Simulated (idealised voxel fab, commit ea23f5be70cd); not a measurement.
process module | voxel gate over fins
cross-section cut | 245 nm wide | cells 5 nm
A cross-section is a grid of square cells, given in bands from the top down. A band is one or more rows of cells.
Each band's line starts with the height of the band's top and of its bottom, in nm. Then come its materials from left to right, each with its width in nm. One material with "throughout" fills the band from edge to edge. "air" is empty space.
Height 0 is the level under which the wafer as received is all one material. The lowest band goes on downwards, as in "0 down".
A width such as "30 to 40" changes by the same amount from each row of cells to the next, from the band's top row to its bottom row.
"no change" after a step means that no cell of the cross-section changed.
closed voids: empty space of 8 cells or more with no open way to the top, each as width x height at its distance from the left edge, in nm
after a step's settings: what the simulator itself notes on the step
overlay nm, on a step with a mask: how far to the right of its planned place the mask lay; to the left if negative
plan
1 op RECEIVE | material Si
2 op CONFORMAL_DEP | material SiN | thk nm 10
3 op DIRECTIONAL_DEP | material aC | thk nm 10
4 op PATTERN | tone cover | mask id FINS | material resist | width nm 15 | pitch nm 55 | thk nm 30 | overlay nm 0
5 op DIRECTIONAL_ETCH | etch materials aC | depth nm 10
6 op STRIP | etch materials resist
7 op DIRECTIONAL_ETCH | etch materials SiN | depth nm 10
8 op DIRECTIONAL_ETCH | etch materials Si | depth nm 40
9 op STRIP | etch materials aC
10 op OXIDIZE | depth nm 5
11 op FILL_DEP | material SiO2 | thk nm 10
12 op CMP | height nm 10
13 op PATTERN | tone open | mask id RAIL | material resist | width nm 15 | thk nm 15 | overlay nm 0
14 op DIRECTIONAL_ETCH | etch materials SiO2 | depth nm 45
15 op STRIP | etch materials resist
16 op CONFORMAL_DEP | material TiN | thk nm 5
17 op FILL_DEP | material Ru | thk nm 10
18 op CMP | height nm 10
19 op SELECTIVE_ETCH | etch materials W Ru TiN | depth nm 30
20 op FILL_DEP | material SiO2 | thk nm 5
21 op CMP | height nm 10
22 op SELECTIVE_ETCH | etch materials SiO2 | depth nm 20
23 op STRIP | etch materials SiN
24 op CONFORMAL_DEP | material HfO2 | thk nm 5
25 op CONFORMAL_DEP | material TiN | thk nm 5
26 op FILL_DEP | material W | thk nm 15
27 op CMP | height nm 20
28 op CONFORMAL_DEP | material SiN | thk nm 5
as received, after step 1
  0 down: Si throughout
  closed voids: none
a wafer at the end: this start, this plan, one mistake
  25 to 20: SiN throughout
  20 to 10: W throughout
  10 to 5: W 80 | TiN 25 | W 30 | TiN 25 | W 85
  5 to 0: W 80 | TiN 5 | HfO2 15 | TiN 5 | W 30 | TiN 5 | HfO2 15 | TiN 5 | W 85
  0 to -5: TiN 85 | HfO2 5 | Si 5 | HfO2 5 | TiN 40 | HfO2 5 | Si 5 | HfO2 5 | TiN 90
  -5 to -10: HfO2 90 | Si 5 | HfO2 50 | Si 5 | HfO2 95
  -10 to -30: SiO2 90 | Si 5 | SiO2 50 | Si 5 | SiO2 95
  -30 to -35: SiO2 90 | Si 5 | SiO2 15 | TiN 15 | SiO2 20 | Si 5 | SiO2 95
  -35 to -45: SiO2 90 | Si 5 | SiO2 50 | Si 5 | SiO2 95
  -45 down: Si throughout
  closed voids: none
what went wrong: step 19 ran as: op SELECTIVE_ETCH | etch materials W Ru TiN | depth nm 40
